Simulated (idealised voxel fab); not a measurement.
process module | voxel fin reveal
cross-section cut | 180 nm wide | cells 5 nm
A cross-section is a grid of square cells, given in bands from the top down. A band is one or more rows of cells.
Each band's line starts with the height of the band's top and of its bottom, in nm. Then come its materials from left to right, each with its width in nm. One material with "throughout" fills the band from edge to edge. "air" is empty space.
Height 0 is the level under which the wafer as received is all one material. The lowest band goes on downwards, as in "0 down".
A width such as "30 to 40" changes by the same amount from each row of cells to the next, from the band's top row to its bottom row.
"no change" after a step means that no cell of the cross-section changed.
closed voids: empty space of 8 cells or more with no open way to the top, each as width x height at its distance from the left edge, in nm
after a step's settings: what the simulator itself notes on the step
overlay nm, on a step with a mask: how far to the right of its planned place the mask lay; to the left if negative
plan
1 op RECEIVE | material Si
2 op CONFORMAL_DEP | material SiN | thk nm 10
3 op MASKED_ETCH | tone cover | mask id FINS | width nm 15 | pitch nm 35 | etch materials SiN | depth nm 10 | overlay nm 0
4 op MASKED_ETCH | tone cover | mask id FINS | width nm 15 | pitch nm 35 | etch materials Si | depth nm 40 | overlay nm 0
5 op OXIDIZE | depth nm 5
6 op FILL_DEP | material SiO2 | thk nm 15
7 op CMP | height nm 10
8 op SELECTIVE_ETCH | etch materials SiO2 | depth nm 35
9 op STRIP | etch materials SiN
as received, after step 1
  0 down: Si throughout
  closed voids: none
a wafer at the end: this start, this plan, one mistake
  0 to -45: air 70 | Si 5 | air 30 | Si 5 | air 70
  -45 down: Si throughout
  closed voids: none
what went wrong: step 8 was run twice
